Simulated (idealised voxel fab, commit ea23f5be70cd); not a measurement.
process module | voxel ribs on slabs
This is section cut - it's 170 nm across, gridded in 5 nm square cells.
We lay out every cross-section as a grid of square cells and spell it out in bands from the top down, where one band means one or more rows of cells.
Top height, bottom height, nm. Materials left to right, width each, nm. Single material + "all across" = fills band edge to edge. "empty" = empty.
Where do heights start? At 0: under that level the wafer as delivered is made of one material only. And the lowest band has no floor; it just carries on downward, as in "z 0 and below".
Graded width ("30 to 40"): value in top row of band = first number; value in bottom row = second number; row-to-row change constant.
Any step labelled "no modifications" changed none of the cells in the cross-section.
"Sealed void inventory" enumerates empty spaces isolated from the top, with no open way to it, that contain at least 8 cells, giving each as width x height at distance from the left edge, all three in nm.
Step line, after settings: the simulator's comment on this step.
overlay nm: right-of-plan distance of the mask on a masked step; negative values mean left-of-plan.
# The planned process steps are enumerated hereunder
- 1: op RECEIVE | material Si
- 2: op DIRECTIONAL_DEP | material SiO2 | thk nm 30
- 3: op DIRECTIONAL_DEP | material SiN | thk nm 15
- 4: op PATTERN | tone cover | mask id RIB | material resist | width nm 20 | thk nm 15 | overlay nm 0
- 5: op DIRECTIONAL_ETCH | etch materials SiN | depth nm 10
- 6: op STRIP | etch materials resist
- 7: op DIRECTIONAL_DEP | material aC | thk nm 15
- 8: op PATTERN | tone cover | mask id SLAB | material resist | width nm 70 | thk nm 35 | overlay nm 0
- 9: op DIRECTIONAL_ETCH | etch materials aC | depth nm 15
- 10: op STRIP | etch materials resist
- 11: op DIRECTIONAL_ETCH | etch materials SiN | depth nm 5
- 12: op STRIP | etch materials aC
- 13: op FILL_DEP | material SiO2 | thk nm 20
- 14: op CMP | height nm 55
- 15: op DIRECTIONAL_DEP | material W | thk nm 10
- 16: op DIRECTIONAL_DEP | material aC | thk nm 10
- 17: op PATTERN | tone cover | mask id HEATER | material resist | width nm 30 | thk nm 25 | overlay nm 0
- 18: op DIRECTIONAL_ETCH | etch materials aC | depth nm 10
- 19: op STRIP | etch materials resist
- 20: op DIRECTIONAL_ETCH | etch materials W | depth nm 10
- 21: op STRIP | etch materials aC
- 22: op CONFORMAL_DEP | material SiN | thk nm 5
# The first of a set of two wafers, run to plan
# Incoming wafer in cross-section (state: after step 1)
    z 0 and below | Si all across
    Sealed void inventory: none
# The following cross-section depicts the wafer upon completion of step 2
    z 30 to 0 | SiO2 all across
    Under the height 0 nothing was changed.
# The following cross-section depicts the wafer upon completion of step 3
    z 45 to 30 | SiN all across
    Under the height 30 nothing was changed.
# The following cross-section depicts the wafer upon completion of step 4
    z 60 to 45 | empty 75, then resist 20, then empty 75
    Under the height 45 nothing was changed.
# The following cross-section depicts the wafer upon completion of step 5
    z 60 to 45 | empty 75, then resist 20, then empty 75
    z 45 to 35 | empty 75, then SiN 20, then empty 75
    Under the height 35 nothing was changed.
# The following cross-section depicts the wafer upon completion of step 6
    z 45 to 35 | empty 75, then SiN 20, then empty 75
    Under the height 35 nothing was changed.
# The following cross-section depicts the wafer upon completion of step 7
    z 60 to 50 | empty 75, then aC 20, then empty 75
    z 50 to 45 | aC all across
    z 45 to 35 | aC 75, then SiN 20, then aC 75
    Under the height 35 nothing was changed.
# The following cross-section depicts the wafer upon completion of step 8
    z 95 to 60 | empty 50, then resist 70, then empty 50
    z 60 to 50 | empty 50, then resist 25, then aC 20, then resist 25, then empty 50
    Under the height 50 nothing was changed.
# The following cross-section depicts the wafer upon completion of step 9
    z 80 to 60 | empty 50, then resist 70, then empty 50
    z 60 to 50 | empty 50, then resist 25, then aC 20, then resist 25, then empty 50
    z 50 to 45 | empty 50, then aC 70, then empty 50
    z 45 to 35 | empty 50, then aC 25, then SiN 20, then aC 25, then empty 50
    Under the height 35 nothing was changed.
# The following cross-section depicts the wafer upon completion of step 10
    z 60 to 50 | empty 75, then aC 20, then empty 75
    Under the height 50 nothing was changed.
# The following cross-section depicts the wafer upon completion of step 11
    z 60 to 50 | empty 75, then aC 20, then empty 75
    z 50 to 45 | empty 50, then aC 70, then empty 50
    z 45 to 35 | empty 50, then aC 25, then SiN 20, then aC 25, then empty 50
    z 35 to 30 | empty 50, then SiN 70, then empty 50
    Under the height 30 nothing was changed.
# The following cross-section depicts the wafer upon completion of step 12
    z 45 to 35 | empty 75, then SiN 20, then empty 75
    Under the height 35 nothing was changed.
# The following cross-section depicts the wafer upon completion of step 13
    z 65 to 45 | SiO2 all across
    z 45 to 35 | SiO2 75, then SiN 20, then SiO2 75
    z 35 to 30 | SiO2 50, then SiN 70, then SiO2 50
    Under the height 30 nothing was changed.
# The following cross-section depicts the wafer upon completion of step 14
    z 55 to 45 | SiO2 all across
    Under the height 45 nothing was changed.
# The following cross-section depicts the wafer upon completion of step 15
    z 65 to 55 | W all across
    Under the height 55 nothing was changed.
# The following cross-section depicts the wafer upon completion of step 16
    z 75 to 65 | aC all across
    Under the height 65 nothing was changed.
# The following cross-section depicts the wafer upon completion of step 17
    z 100 to 75 | empty 70, then resist 30, then empty 70
    Under the height 75 nothing was changed.
# The following cross-section depicts the wafer upon completion of step 18
    z 90 to 75 | empty 70, then resist 30, then empty 70
    z 75 to 65 | empty 70, then aC 30, then empty 70
    Under the height 65 nothing was changed.
# The following cross-section depicts the wafer upon completion of step 19
    z 75 to 65 | empty 70, then aC 30, then empty 70
    Under the height 65 nothing was changed.
# The following cross-section depicts the wafer upon completion of step 20
    z 75 to 65 | empty 70, then aC 30, then empty 70
    z 65 to 55 | empty 70, then W 30, then empty 70
    Under the height 55 nothing was changed.
# The following cross-section depicts the wafer upon completion of step 21
    z 65 to 55 | empty 70, then W 30, then empty 70
    Under the height 55 nothing was changed.
# The following cross-section depicts the wafer upon completion of step 22
    z 70 to 65 | empty 65, then SiN 40, then empty 65
    z 65 to 60 | empty 65, then SiN 5, then W 30, then SiN 5, then empty 65
    z 60 to 55 | SiN 70, then W 30, then SiN 70
    Under the height 55 nothing was changed.
# Regarding the second of the two wafers: it shared the first wafer's starting condition and process plan, yet one error occurred during its execution. Its history coincides with that of the first wafer up to and including step 3
# Look at the second wafer in cross-section at the time step 4 ought to have finished
    z 60 to 45 | empty 85, then resist 20, then empty 65
    Under the height 45 nothing was changed.
# Look at the second wafer in cross-section at the time step 5 ought to have finished
    z 60 to 45 | empty 85, then resist 20, then empty 65
    z 45 to 35 | empty 85, then SiN 20, then empty 65
    Under the height 35 nothing was changed.
# Look at the second wafer in cross-section at the time step 6 ought to have finished
    z 45 to 35 | empty 85, then SiN 20, then empty 65
    Under the height 35 nothing was changed.
# Look at the second wafer in cross-section at the time step 7 ought to have finished
    z 60 to 50 | empty 85, then aC 20, then empty 65
    z 50 to 45 | aC all across
    z 45 to 35 | aC 85, then SiN 20, then aC 65
    Under the height 35 nothing was changed.
# Look at the second wafer in cross-section at the time step 8 ought to have finished
    z 95 to 60 | empty 50, then resist 70, then empty 50
    z 60 to 50 | empty 50, then resist 35, then aC 20, then resist 15, then empty 50
    Under the height 50 nothing was changed.
# Look at the second wafer in cross-section at the time step 9 ought to have finished
    z 80 to 60 | empty 50, then resist 70, then empty 50
    z 60 to 50 | empty 50, then resist 35, then aC 20, then resist 15, then empty 50
    z 50 to 45 | empty 50, then aC 70, then empty 50
    z 45 to 35 | empty 50, then aC 35, then SiN 20, then aC 15, then empty 50
    Under the height 35 nothing was changed.
# Look at the second wafer in cross-section at the time step 10 ought to have finished
    z 60 to 50 | empty 85, then aC 20, then empty 65
    Under the height 50 nothing was changed.
# Look at the second wafer in cross-section at the time step 11 ought to have finished
    z 60 to 50 | empty 85, then aC 20, then empty 65
    z 50 to 45 | empty 50, then aC 70, then empty 50
    z 45 to 35 | empty 50, then aC 35, then SiN 20, then aC 15, then empty 50
    z 35 to 30 | empty 50, then SiN 70, then empty 50
    Under the height 30 nothing was changed.
# Look at the second wafer in cross-section at the time step 12 ought to have finished
    z 45 to 35 | empty 85, then SiN 20, then empty 65
    Under the height 35 nothing was changed.
# Look at the second wafer in cross-section at the time step 13 ought to have finished
    z 65 to 45 | SiO2 all across
    z 45 to 35 | SiO2 85, then SiN 20, then SiO2 65
    z 35 to 30 | SiO2 50, then SiN 70, then SiO2 50
    Under the height 30 nothing was changed.
# Look at the second wafer in cross-section at the time step 14 ought to have finished
    z 55 to 45 | SiO2 all across
    Under the height 45 nothing was changed.
# Look at the second wafer in cross-section at the time step 15 ought to have finished
    z 65 to 55 | W all across
    Under the height 55 nothing was changed.
# Look at the second wafer in cross-section at the time step 16 ought to have finished
    z 75 to 65 | aC all across
    Under the height 65 nothing was changed.
# Look at the second wafer in cross-section at the time step 17 ought to have finished
    z 100 to 75 | empty 70, then resist 30, then empty 70
    Under the height 75 nothing was changed.
# Look at the second wafer in cross-section at the time step 18 ought to have finished
    z 90 to 75 | empty 70, then resist 30, then empty 70
    z 75 to 65 | empty 70, then aC 30, then empty 70
    Under the height 65 nothing was changed.
# Look at the second wafer in cross-section at the time step 19 ought to have finished
    z 75 to 65 | empty 70, then aC 30, then empty 70
    Under the height 65 nothing was changed.
# Look at the second wafer in cross-section at the time step 20 ought to have finished
    z 75 to 65 | empty 70, then aC 30, then empty 70
    z 65 to 55 | empty 70, then W 30, then empty 70
    Under the height 55 nothing was changed.
# Look at the second wafer in cross-section at the time step 21 ought to have finished
    z 65 to 55 | empty 70, then W 30, then empty 70
    Under the height 55 nothing was changed.
# Look at the second wafer in cross-section at the time step 22 ought to have finished
    z 70 to 65 | empty 65, then SiN 40, then empty 65
    z 65 to 60 | empty 65, then SiN 5, then W 30, then SiN 5, then empty 65
    z 60 to 55 | SiN 70, then W 30, then SiN 70
    Under the height 55 nothing was changed.
It is concluded that the wafer was processed incorrectly with respect to the plan, in that step 4 did not use the planned setting and instead ran as op PATTERN | tone cover | mask id RIB | material resist | width nm 20 | thk nm 15 | overlay nm 10
The two final wafers agree on how many cells each material fills and disagree on which cells those are.
